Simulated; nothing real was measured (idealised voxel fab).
The process module presented herein is designated voxel trench capacitor.
Pictured: cross-section cut, 210 nm wide, on a grid of 5 nm square cells.
In this document a cross-section is written as a grid of square cells. It is given as a series of bands, listed from the top down, and a band is one or more rows of cells. Within each band entry, the heights of the top and of the bottom of the band appear first, in that order and in nm; the materials of the band then follow from left to right, each with its corresponding width in nm. The designation "edge to edge" on a single material indicates that it fills the band from edge to edge; the designation "empty" indicates empty space. Height 0 is the level under which the wafer as received is all one material. The lowest band goes on downwards, as in "0 -> down". The notation "30 to 40" denotes a width that varies across the rows of cells in the band, beginning at the first number in the top row, finishing at the second number in the bottom row, and changing by an identical amount from each row to the next. Take "remained the same" at face value: in the step it is given for, the cross-section changed in none of its cells. What "Closed cavities" gives you is every empty space of 8 cells or more that is cut off from the top. Each appears as width x height at distance, with the distance taken from the left edge and width, height and distance all in nm. Step line, after settings: the simulator's comment on this step. overlay nm: mask right of planned place by this much (step with mask). Neg. = left.
Process steps foreseen in the plan:
1 RECEIVE [material Si]
2 CONFORMAL_DEP [material SiN] [thk nm 10]
3 DIRECTIONAL_DEP [material aC] [thk nm 10]
4 PATTERN [tone open] [mask id TRENCH] [material resist] [width nm 25] [pitch nm 50] [thk nm 25] [overlay nm 0]
5 DIRECTIONAL_ETCH [etch materials aC] [depth nm 10]
6 STRIP [etch materials resist]
7 DIRECTIONAL_ETCH [etch materials SiN] [depth nm 10]
8 DIRECTIONAL_ETCH [etch materials Si] [depth nm 30]
9 STRIP [etch materials aC]
10 CONFORMAL_DEP [material SiO2] [thk nm 5]
11 FILL_DEP [material polySi] [thk nm 5]
12 CMP [height nm 10]
Delivered wafer in cross-section: state after step 1:
    0 -> down | Si edge to edge
    Closed cavities: none
First of two wafers, end-of-module section, run followed plan:
    10 -> 0 | SiN (15), SiO2 (5), polySi (15), SiO2 (5), SiN (25), SiO2 (5), polySi (15), SiO2 (5), SiN (25), SiO2 (5), polySi (15), SiO2 (5), SiN (25), SiO2 (5), polySi (15), SiO2 (5), SiN (20)
    0 -> -25 | Si (15), SiO2 (5), polySi (15), SiO2 (5), Si (25), SiO2 (5), polySi (15), SiO2 (5), Si (25), SiO2 (5), polySi (15), SiO2 (5), Si (25), SiO2 (5), polySi (15), SiO2 (5), Si (20)
    -25 -> -30 | Si (15), SiO2 (25), Si (25), SiO2 (25), Si (25), SiO2 (25), Si (25), SiO2 (25), Si (20)
    -30 -> down | Si edge to edge
    Closed cavities: none
Second of two wafers, module complete, sectioned: it shares the first wafer's start and plan but was run with one mistake:
    10 -> 0 | SiN (20), SiO2 (5), polySi (10), SiO2 (5), SiN (30), SiO2 (5), polySi (10), SiO2 (5), SiN (30), SiO2 (5), polySi (10), SiO2 (5), SiN (30), SiO2 (5), polySi (10), SiO2 (5), SiN (20)
    0 -> -25 | Si (20), SiO2 (5), polySi (10), SiO2 (5), Si (30), SiO2 (5), polySi (10), SiO2 (5), Si (30), SiO2 (5), polySi (10), SiO2 (5), Si (30), SiO2 (5), polySi (10), SiO2 (5), Si (20)
    -25 -> -30 | Si (20), SiO2 (20), Si (30), SiO2 (20), Si (30), SiO2 (20), Si (30), SiO2 (20), Si (20)
    -30 -> down | Si edge to edge
    Closed cavities: none
what went wrong: step 4 changed vs plan, executed as PATTERN [tone open] [mask id TRENCH] [material resist] [width nm 20] [pitch nm 50] [thk nm 25] [overlay nm 0]
Final difference in cells, second wafer against first, listed per material as more or fewer: Si +24, SiN +8, SiO2 -4, polySi -28
